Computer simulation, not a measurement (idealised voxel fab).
Process module under the name voxel fin reveal
Cross-sectional view cut (width: 230 nm; square cell size: 5 nm).
Notation: cross-section as square-cell grid; stated in bands, top first, going down; one or more cell rows per band. Look at the band entry: it leads with the top's height and the bottom's height in nm. Then it lists the materials left to right, with a width in nm for each. The word "edge to edge" on a single material says that material fills the band edge to edge. The word "air" is empty space. Heights are measured from 0, the level below which the as-received wafer is all one material; the lowest band has no bottom and continues downward, written as in "0 down". A width such as "30..40" changes by the same amount from each row of cells to the next, from the band's top row to its bottom row. Where the words "no change occurred" appear for a step, the cross-section shows no cell changed by that step; every cell remained as before. "Closed cavity list" - sealed voids, min. 8 cells, no opening to top; format: width x height at distance (distance from left edge; nm throughout). Whatever follows a step's settings on its line is a remark the simulator itself makes about that step. The "overlay nm" setting may appear on a step's line; for a step that uses a mask, it gives how far to the right of its planned position the mask lay, and a negative value indicates the left.

### Steps planned for the process
| 1 | RECEIVE: material Si |
| 2 | CONFORMAL_DEP: material SiN, thk nm 5 |
| 3 | DIRECTIONAL_DEP: material aC, thk nm 10 |
| 4 | PATTERN: tone cover, mask id FINS, material resist, width nm 15, pitch nm 40, thk nm 25, overlay nm 0 |
| 5 | DIRECTIONAL_ETCH: etch materials aC, depth nm 10 |
| 6 | STRIP: etch materials resist |
| 7 | DIRECTIONAL_ETCH: etch materials SiN, depth nm 5 |
| 8 | DIRECTIONAL_ETCH: etch materials Si, depth nm 30 |
| 9 | STRIP: etch materials aC |
| 10 | OXIDIZE: depth nm 5 |
| 11 | FILL_DEP: material SiO2, thk nm 10 |
| 12 | CMP: height nm 5 |
| 13 | SELECTIVE_ETCH: etch materials SiO2, depth nm 15 |
| 14 | STRIP: etch materials SiN |
| 15 | CONFORMAL_DEP: material HfO2, thk nm 5 |

### Cross-section, incoming material, after step 1
  0 down: Si edge to edge
  Closed cavity list: none

### Module complete, cross-section. Starting point and plan per above. One mistake made in running the module
  10 to 5: air 80 nm, then HfO2 25 nm, then air 15 nm, then HfO2 25 nm, then air 85 nm
  5 to 0: air 80 nm, then HfO2 5 nm, then SiN 15 nm, then HfO2 5 nm, then air 15 nm, then HfO2 5 nm, then SiN 15 nm, then HfO2 5 nm, then air 85 nm
  0 to -5: air 80 nm, then HfO2 10 nm, then Si 5 nm, then HfO2 10 nm, then air 15 nm, then HfO2 10 nm, then Si 5 nm, then HfO2 10 nm, then air 85 nm
  -5 to -30: air 85 nm, then HfO2 5 nm, then Si 5 nm, then HfO2 5 nm, then air 25 nm, then HfO2 5 nm, then Si 5 nm, then HfO2 5 nm, then air 90 nm
  -30 to -35: HfO2 90 nm, then Si 5 nm, then HfO2 35 nm, then Si 5 nm, then HfO2 95 nm
  -35 down: Si edge to edge
  Closed cavity list: none
What broke from the plan during processing? step 14: run off-plan, actual operation and settings STRIP: etch materials SiO2
